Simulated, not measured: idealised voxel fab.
Module name: voxel self aligned contacts (process module)
265 nm wide, 5 nm square cells: that's cross-section cut.
Reading order for cross-sections: top band down to bottom band. Underlying form: a grid of square cells. Band size: one or more rows of cells.
Read a band's entry like this: the first values are the height of its top and the height of its bottom in nm, and what follows is the sequence of materials from left to right, each with its width in nm. Note that "empty" is empty space, and that a single material marked "edge to edge" reaches across the band from edge to edge.
Height reference: 0 = level under which incoming wafer is all one material. Lowest band: no bottom, runs on downward, e.g. "0 and below".
Width spec "30..40" -> top row of cells at first value, bottom row at second value, equal per-row change in between.
"no change" -> step changed no cross-section cell.
Voids not open to the top, 8 cells minimum: see "Sealed voids". Written width x height at distance; distance is from the left edge; nm.
Whatever follows a step's settings on its line is a remark the simulator itself makes about that step.
Among the settings permitted on a step's line is "overlay nm"; applied to a step with a mask, it specifies the extent to which the mask lay to the right of its planned position, whereas a negative figure signifies a position to the left.
Here's what the planned process steps look like:
1 RECEIVE (material Si)
2 CONFORMAL_DEP (material SiO2; thk nm 5)
3 DIRECTIONAL_DEP (material polySi; thk nm 25)
4 DIRECTIONAL_DEP (material SiN; thk nm 20)
5 PATTERN (tone cover; mask id GATE; material resist; width nm 30; pitch nm 70; thk nm 20; overlay nm -15)
6 DIRECTIONAL_ETCH (etch materials SiN; depth nm 20)
7 DIRECTIONAL_ETCH (etch materials polySi; depth nm 25)
8 STRIP (etch materials resist)
9 CONFORMAL_DEP (material SiN; thk nm 10)
10 DIRECTIONAL_ETCH (etch materials SiN; depth nm 10)
11 FILL_DEP (material SiO2; thk nm 15)
12 CMP (height nm 60)
13 MASKED_ETCH (tone open; mask id CONTACT; width nm 50; pitch nm 70; etch materials SiO2; depth nm 60; overlay nm 0)
14 CONFORMAL_DEP (material TiN; thk nm 5)
15 FILL_DEP (material Ru; thk nm 10)
16 CMP (height nm 60)
17 CONFORMAL_DEP (material SiN; thk nm 5)
Wafer-to-wafer difference: overlay nm, step 5. Common start. Plan = first wafer's value.
The first of several wafers, as received after step 1, seen in section:
	0 and below = Si edge to edge
	Sealed voids: none
Below, a row for every wafer. Read it as the end-of-module picture: for each material the wafer shows its cells gained (+) or lost (-) since it was received, and then its closed voids:
overlay nm -15 | +56 Ru | +233 SiN | +246 SiO2 | +64 TiN | +90 polySi | Sealed voids: none
overlay nm -10 | +56 Ru | +233 SiN | +246 SiO2 | +64 TiN | +90 polySi | Sealed voids: none
overlay nm -5 | +56 Ru | +233 SiN | +246 SiO2 | +64 TiN | +90 polySi | Sealed voids: none
overlay nm 0 | +56 Ru | +233 SiN | +246 SiO2 | +64 TiN | +90 polySi | Sealed voids: none
overlay nm 5 | +56 Ru | +233 SiN | +246 SiO2 | +64 TiN | +90 polySi | Sealed voids: none
overlay nm 10 | +56 Ru | +233 SiN | +246 SiO2 | +64 TiN | +90 polySi | Sealed voids: none
overlay nm 15 | +56 Ru | +233 SiN | +246 SiO2 | +64 TiN | +90 polySi | Sealed voids: none
